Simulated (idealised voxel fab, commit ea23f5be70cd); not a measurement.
Herein follows the process module entitled voxel double patterning.
FYI the section here is cut, 250 nm wide, cells are 5 nm squares.
Cross-section spec: square-cell grid; bands listed top down; each band is one or more rows.
This entry defines a band. It first specifies the height of the band's top and the height of its bottom in nm, and then specifies the band's materials from left to right, stating each material with its width in nm. The word "everywhere" identifies a single material that fills the band from edge to edge, while the word "empty" identifies empty space.
Beneath 0, the wafer as received is one material, and that level is where height counting begins. The lowest band goes on downward without a bottom; it is written like "0 nm and below".
Top row gets the first number, bottom row gets the second, and each row in between changes by the same step: that is how a band width like "30..40" works.
Where a step carries "no change", the cross-section came out of it unchanged, cell for cell.
In "Fully closed voids" the enclosed voids are listed, meaning empty spaces of 8 cells or larger without any opening to the top. The form is width x height at distance, distance from the left edge, units nm.
Anything after a step's settings on that line? It's the simulator's own note about the step.
The setting "overlay nm" may be written on the line of a step. When the step uses a mask, the value reports how far to the right of the planned place the mask lay, and a negative value reports that it lay to the left.
-- The following list gives the planned process steps
1) op RECEIVE | material Si
2) op CONFORMAL_DEP | material SiN | thk nm 10
3) op DIRECTIONAL_DEP | material SiO2 | thk nm 20
4) op DIRECTIONAL_DEP | material SiCN | thk nm 10
5) op MASKED_ETCH | tone open | mask id FIRST | width nm 15 | pitch nm 50 | etch materials SiCN | depth nm 10 | overlay nm 0
6) op DIRECTIONAL_DEP | material aC | thk nm 10
7) op PATTERN | tone open | mask id SECOND | material resist | width nm 15 | pitch nm 50 | thk nm 30 | overlay nm 0
8) op DIRECTIONAL_ETCH | etch materials aC | depth nm 10
9) op STRIP | etch materials resist
10) op DIRECTIONAL_ETCH | etch materials SiCN | depth nm 10
11) op STRIP | etch materials aC
12) op DIRECTIONAL_ETCH | etch materials SiO2 | depth nm 20
13) op STRIP | etch materials SiCN
-- Cross-sectional view of the wafer in its as-received condition, corresponding to the state after step 1
    0 nm and below | Si everywhere
    Fully closed voids: none
-- Module complete - cross-section of the first of two wafers, run according to plan
    30 nm to 10 nm | SiO2 (65), empty (15), SiO2 (10), empty (15), SiO2 (10), empty (15), SiO2 (10), empty (15), SiO2 (10), empty (15), SiO2 (70)
    10 nm to 0 nm | SiN everywhere
    0 nm and below | Si everywhere
    Fully closed voids: none
-- Cross-section at end of module for the second wafer of two, which matched the first in starting point and plan and differed by one mistake in its processing
    30 nm to 20 nm | SiN everywhere
    20 nm to 0 nm | SiO2 everywhere
    0 nm and below | Si everywhere
    Fully closed voids: none
Diagnosis: steps 2 and 3 swapped
Looking at both finished wafers in cells, the second ends up ahead of or behind the first on some materials: +60 SiO2
